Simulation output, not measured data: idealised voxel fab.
process module | voxel gate over fins
cross-section cut | 240 nm wide | cells 5 nm
A cross-section is a grid of square cells, given in bands from the top down. A band is one or more rows of cells.
Each band's line starts with the height of the band's top and of its bottom, in nm. Then come its materials from left to right, each with its width in nm. One material with "throughout" fills the band from edge to edge. "air" is empty space.
Height 0 is the level under which the wafer as received is all one material. The lowest band goes on downwards, as in "0 down".
A width such as "30 to 40" changes by the same amount from each row of cells to the next, from the band's top row to its bottom row.
"no change" after a step means that no cell of the cross-section changed.
closed voids: empty space of 8 cells or more with no open way to the top, each as width x height at its distance from the left edge, in nm
after a step's settings: what the simulator itself notes on the step
overlay nm, on a step with a mask: how far to the right of its planned place the mask lay; to the left if negative
plan
1 op RECEIVE | material Si
2 op CONFORMAL_DEP | material SiN | thk nm 5
3 op PATTERN | tone cover | mask id FINS | material resist | width nm 15 | pitch nm 60 | thk nm 20 | overlay nm 0
4 op DIRECTIONAL_ETCH | etch materials SiN | depth nm 5
5 op DIRECTIONAL_ETCH | etch materials Si | depth nm 40
6 op STRIP | etch materials resist
7 op FILL_DEP | material SiO2 | thk nm 10
8 op CMP | height nm 5
9 op MASKED_ETCH | tone open | mask id RAIL | width nm 15 | etch materials SiO2 | depth nm 40 | overlay nm 0
10 op CONFORMAL_DEP | material TiN | thk nm 5
11 op FILL_DEP | material W | thk nm 10
12 op CMP | height nm 5
13 op SELECTIVE_ETCH | etch materials W Ru TiN | depth nm 30
14 op FILL_DEP | material SiO2 | thk nm 5
15 op CMP | height nm 5
16 op SELECTIVE_ETCH | etch materials SiO2 | depth nm 20
17 op STRIP | etch materials SiN
18 op CONFORMAL_DEP | material HfO2 | thk nm 5
19 op CONFORMAL_DEP | material TiN | thk nm 5
20 op FILL_DEP | material W | thk nm 10
21 op CMP | height nm 15
22 op CONFORMAL_DEP | material SiN | thk nm 10
as received, after step 1
  0 down: Si throughout
  closed voids: none
first wafer at the end, as planned
  25 to 15: SiN throughout
  15 to 10: W throughout
  10 to 5: W 10 | TiN 35 | W 25 | TiN 35 | W 25 | TiN 35 | W 25 | TiN 35 | W 15
  5 to 0: W 10 | TiN 5 | HfO2 25 | TiN 5 | W 25 | TiN 5 | HfO2 25 | TiN 5 | W 25 | TiN 5 | HfO2 25 | TiN 5 | W 25 | TiN 5 | HfO2 25 | TiN 5 | W 15
  0 to -5: W 10 | TiN 5 | HfO2 5 | Si 15 | HfO2 5 | TiN 5 | W 25 | TiN 5 | HfO2 5 | Si 15 | HfO2 5 | TiN 5 | W 25 | TiN 5 | HfO2 5 | Si 15 | HfO2 5 | TiN 5 | W 25 | TiN 5 | HfO2 5 | Si 15 | HfO2 5 | TiN 5 | W 15
  -5 to -10: TiN 15 | HfO2 5 | Si 15 | HfO2 5 | TiN 35 | HfO2 5 | Si 15 | HfO2 5 | TiN 35 | HfO2 5 | Si 15 | HfO2 5 | TiN 35 | HfO2 5 | Si 15 | HfO2 5 | TiN 20
  -10 to -15: HfO2 20 | Si 15 | HfO2 45 | Si 15 | HfO2 45 | Si 15 | HfO2 45 | Si 15 | HfO2 25
  -15 to -25: SiO2 20 | Si 15 | SiO2 45 | Si 15 | SiO2 45 | Si 15 | SiO2 45 | Si 15 | SiO2 25
  -25 to -30: SiO2 20 | Si 15 | SiO2 15 | TiN 5 | W 5 | TiN 5 | SiO2 15 | Si 15 | SiO2 45 | Si 15 | SiO2 45 | Si 15 | SiO2 25
  -30 to -35: SiO2 20 | Si 15 | SiO2 15 | TiN 15 | SiO2 15 | Si 15 | SiO2 45 | Si 15 | SiO2 45 | Si 15 | SiO2 25
  -35 to -40: SiO2 20 | Si 15 | SiO2 45 | Si 15 | SiO2 45 | Si 15 | SiO2 45 | Si 15 | SiO2 25
  -40 down: Si throughout
  closed voids: none
second wafer at the end: like start, like plan, one mistake
  25 to 15: SiN throughout
  15 to 10: W throughout
  10 to 5: W 15 | TiN 35 | W 25 | TiN 35 | W 25 | TiN 35 | W 25 | TiN 35 | W 10
  5 to 0: W 15 | TiN 5 | HfO2 25 | TiN 5 | W 25 | TiN 5 | HfO2 25 | TiN 5 | W 25 | TiN 5 | HfO2 25 | TiN 5 | W 25 | TiN 5 | HfO2 25 | TiN 5 | W 10
  0 to -5: W 15 | TiN 5 | HfO2 5 | Si 15 | HfO2 5 | TiN 5 | W 25 | TiN 5 | HfO2 5 | Si 15 | HfO2 5 | TiN 5 | W 25 | TiN 5 | HfO2 5 | Si 15 | HfO2 5 | TiN 5 | W 25 | TiN 5 | HfO2 5 | Si 15 | HfO2 5 | TiN 5 | W 10
  -5 to -10: TiN 20 | HfO2 5 | Si 15 | HfO2 5 | TiN 35 | HfO2 5 | Si 15 | HfO2 5 | TiN 35 | HfO2 5 | Si 15 | HfO2 5 | TiN 35 | HfO2 5 | Si 15 | HfO2 5 | TiN 15
  -10 to -15: HfO2 25 | Si 15 | HfO2 45 | Si 15 | HfO2 45 | Si 15 | HfO2 45 | Si 15 | HfO2 20
  -15 to -25: SiO2 25 | Si 15 | SiO2 45 | Si 15 | SiO2 45 | Si 15 | SiO2 45 | Si 15 | SiO2 20
  -25 to -30: SiO2 25 | Si 15 | SiO2 10 | TiN 5 | W 5 | TiN 5 | SiO2 20 | Si 15 | SiO2 45 | Si 15 | SiO2 45 | Si 15 | SiO2 20
  -30 to -35: SiO2 25 | Si 15 | SiO2 10 | TiN 15 | SiO2 20 | Si 15 | SiO2 45 | Si 15 | SiO2 45 | Si 15 | SiO2 20
  -35 to -40: SiO2 25 | Si 15 | SiO2 45 | Si 15 | SiO2 45 | Si 15 | SiO2 45 | Si 15 | SiO2 20
  -40 down: Si throughout
  closed voids: none
what went wrong: step 3 ran as: op PATTERN | tone cover | mask id FINS | material resist | width nm 15 | pitch nm 60 | thk nm 20 | overlay nm 5
at the end the second wafer has, in cells: as many of each material as the first, in other places
